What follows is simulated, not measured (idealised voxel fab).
process module | voxel capacitor over wiring
The cross-section shown here is cut; it is 180 nm wide and divided into square cells measuring 5 nm on a side.
Cross-section spec: square-cell grid; bands listed top down; each band is one or more rows.
For a band, the entry starts with two heights in nm, that of the top and then that of the bottom, and carries on with the band's materials in order from left to right, each alongside its width in nm; the word "edge to edge" beside a single material means it fills the band edge to edge, and "air" means empty space.
Heights are reckoned from 0. Under this level, the received wafer is all of one material. The bottommost band is open-ended downward, for example "z 0 and below".
A two-number width, for instance "30 to 40", indicates that the width is equal to the first number in the top row of the band and to the second number in the bottom row, and that it changes by a constant amount per row of cells.
Key: "left unchanged" - step with no changed cell in the cross-section.
"Closed void register": sealed empty spaces, 8 cells or more, no open way to top, listed width x height at distance, with distance from the left edge and width, height and distance in nm.
after a step's settings: what the simulator itself notes on the step
A step line may carry the setting "overlay nm", which, for steps involving a mask, states the distance by which the mask lay to the right of its intended position; negative values denote displacement to the left.
Process steps foreseen in the plan
- 1: RECEIVE with material Si
- 2: CONFORMAL_DEP with material SiO2, thk nm 10
- 3: DIRECTIONAL_DEP with material TiN, thk nm 5
- 4: DIRECTIONAL_DEP with material W, thk nm 15
- 5: PATTERN with tone cover, mask id METAL_1, material resist, width nm 25, pitch nm 75, thk nm 15, overlay nm 0
- 6: DIRECTIONAL_ETCH with etch materials W, depth nm 15
- 7: DIRECTIONAL_ETCH with etch materials TiN, depth nm 5
- 8: STRIP with etch materials resist
- 9: FILL_DEP with material lowk, thk nm 5
- 10: CMP with height nm 30
- 11: CONFORMAL_DEP with material SiCN, thk nm 5
- 12: DIRECTIONAL_DEP with material lowk, thk nm 20
- 13: PATTERN with tone open, mask id PLUG_1, material resist, width nm 15, thk nm 15, overlay nm 0
- 14: DIRECTIONAL_ETCH with etch materials lowk, depth nm 20
- 15: DIRECTIONAL_ETCH with etch materials SiCN, depth nm 5
- 16: STRIP with etch materials resist
- 17: EPI with material Ru, thk nm 10
- 18: EPI with material Ru, thk nm 10
- 19: EPI with material Ru, thk nm 5
- 20: DIRECTIONAL_DEP with material TiN, thk nm 10
- 21: DIRECTIONAL_DEP with material Al2O3, thk nm 5
- 22: DIRECTIONAL_DEP with material TiN, thk nm 5
- 23: DIRECTIONAL_DEP with material aC, thk nm 15
- 24: PATTERN with tone cover, mask id UPPER_PLATE, material resist, width nm 55, thk nm 35, overlay nm 0
- 25: DIRECTIONAL_ETCH with etch materials aC, depth nm 15
- 26: STRIP with etch materials resist
- 27: DIRECTIONAL_ETCH with etch materials TiN, depth nm 5
- 28: DIRECTIONAL_ETCH with etch materials Al2O3, depth nm 5
- 29: STRIP with etch materials aC
- 30: PATTERN with tone cover, mask id LOWER_PLATE, material resist, width nm 65, thk nm 20, overlay nm 0
- 31: DIRECTIONAL_ETCH with etch materials TiN, depth nm 10
- 32: STRIP with etch materials resist
- 33: FILL_DEP with material SiO2, thk nm 20
- 34: CMP with height nm 90
- 35: PATTERN with tone open, mask id PLUG_2, material resist, width nm 15, thk nm 20, overlay nm 0
- 36: DIRECTIONAL_ETCH with etch materials SiO2, depth nm 15
- 37: STRIP with etch materials resist
- 38: CONFORMAL_DEP with material TiN, thk nm 5
- 39: FILL_DEP with material W, thk nm 10
- 40: CMP with height nm 90
- 41: CONFORMAL_DEP with material SiN, thk nm 5
Wafer as received: cross-section following step 1
  z 0 and below = Si edge to edge
  Closed void register: none
Cross-section, end of module. Start: as above. Plan: as above. Execution: one mistake
  z 95 to 90 = SiN edge to edge
  z 90 to 80 = SiO2: 60, then TiN: 5, then W: 5, then TiN: 5, then SiO2: 105
  z 80 to 75 = SiO2: 60, then TiN: 15, then SiO2: 105
  z 75 to 70 = SiO2: 50, then TiN: 15, then SiO2: 25, then TiN: 15, then SiO2: 75
  z 70 to 65 = SiO2: 50, then Al2O3: 15, then SiO2: 25, then Al2O3: 15, then SiO2: 75
  z 65 to 55 = SiO2: 45, then TiN: 20, then SiO2: 25, then TiN: 20, then SiO2: 70
  z 55 to 50 = SiO2: 15, then Ru: 35, then lowk: 15, then SiO2: 25, then Ru: 75, then SiO2: 15
  z 50 to 45 = SiO2: 15, then Ru: 35, then lowk: 15, then TiN: 25, then Ru: 75, then SiO2: 15
  z 45 to 40 = SiO2: 15, then Ru: 35, then lowk: 15, then Al2O3: 25, then Ru: 75, then SiO2: 15
  z 40 to 35 = SiO2: 15, then Ru: 35, then lowk: 15, then TiN: 25, then Ru: 75, then SiO2: 15
  z 35 to 30 = SiO2: 15, then Ru: 35, then SiCN: 15, then TiN: 25, then Ru: 75, then SiO2: 15
  z 30 to 15 = lowk: 40, then W: 25, then lowk: 50, then W: 25, then lowk: 40
  z 15 to 10 = lowk: 40, then TiN: 25, then lowk: 50, then TiN: 25, then lowk: 40
  z 10 to 0 = SiO2 edge to edge
  z 0 and below = Si edge to edge
  Closed void register: none
what went wrong: planned and actual differ for step 13; actual: PATTERN with tone cover, mask id PLUG_1, material resist, width nm 15, thk nm 15, overlay nm 0
